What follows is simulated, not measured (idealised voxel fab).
This is a process module. Its name is voxel trench capacitor.
Square cell edge 5 nm, section width 255 nm, ID cut.
The cross-sections in this document take the form of a grid made of square cells. They are written out as bands, in order from top to bottom. Each band consists of one or more rows of cells.
Per band: top height and bottom height in nm, followed by the left-to-right materials and their widths in nm; "full width" marks a single material spanning edge to edge, "blank" marks empty space.
For the purposes of this specification, 0 denotes the height below which the wafer in its as-received condition is composed wholly of one material, and the lowermost band, lacking a lower limit, extends downward without end, as expressed in "0 nm and below".
When a width is written as two numbers, as in "30->40", the first number is the width in the top row of cells of the band and the second is the width in its bottom row, and the width changes by the same amount from each row to the next.
"remained unchanged" means the step left every cell of the cross-section as it was.
"Closed voids list" contains a list of empty spaces, each no smaller than 8 cells and without an open way to the top, written in the form width x height at distance with the distance from the left edge and all three in nm.
Past the settings on a step's line: simulator remark, on that step.
overlay nm: where the mask lay relative to plan, measured to the right, on steps with a mask; negatives go left.

Process steps foreseen in the plan
1. RECEIVE [material Si]
2. CONFORMAL_DEP [material SiN] [thk nm 10]
3. DIRECTIONAL_DEP [material aC] [thk nm 10]
4. PATTERN [tone open] [mask id TRENCH] [material resist] [width nm 30] [pitch nm 55] [thk nm 25] [overlay nm 0]
5. DIRECTIONAL_ETCH [etch materials aC] [depth nm 10]
6. STRIP [etch materials resist]
7. DIRECTIONAL_ETCH [etch materials SiN] [depth nm 10]
8. DIRECTIONAL_ETCH [etch materials Si] [depth nm 40]
9. STRIP [etch materials aC]
10. CONFORMAL_DEP [material Al2O3] [thk nm 5]
11. CONFORMAL_DEP [material TiN] [thk nm 5]
12. FILL_DEP [material W] [thk nm 5]
13. CMP [height nm 10]

Cross-sectional view of the wafer in its as-received condition, corresponding to the state after step 1
* 0 nm and below = Si full width
* Closed voids list: none

End-of-module cross-section. Starting structure and process plan as above; one mistake made in running it
* 10 nm to 0 nm = SiN 80 nm, then Al2O3 5 nm, then TiN 5 nm, then W 20 nm, then TiN 5 nm, then Al2O3 5 nm, then SiN 15 nm, then Al2O3 5 nm, then TiN 5 nm, then W 20 nm, then TiN 5 nm, then Al2O3 5 nm, then SiN 80 nm
* 0 nm to -30 nm = Si 80 nm, then Al2O3 5 nm, then TiN 5 nm, then W 20 nm, then TiN 5 nm, then Al2O3 5 nm, then Si 15 nm, then Al2O3 5 nm, then TiN 5 nm, then W 20 nm, then TiN 5 nm, then Al2O3 5 nm, then Si 80 nm
* -30 nm to -35 nm = Si 80 nm, then Al2O3 5 nm, then TiN 30 nm, then Al2O3 5 nm, then Si 15 nm, then Al2O3 5 nm, then TiN 30 nm, then Al2O3 5 nm, then Si 80 nm
* -35 nm to -40 nm = Si 80 nm, then Al2O3 40 nm, then Si 15 nm, then Al2O3 40 nm, then Si 80 nm
* -40 nm and below = Si full width
* Closed voids list: none
In executing the process, a mistake was made relative to the plan: step 4 ran as: PATTERN [tone open] [mask id TRENCH] [material resist] [width nm 40] [pitch nm 55] [thk nm 25] [overlay nm 0]
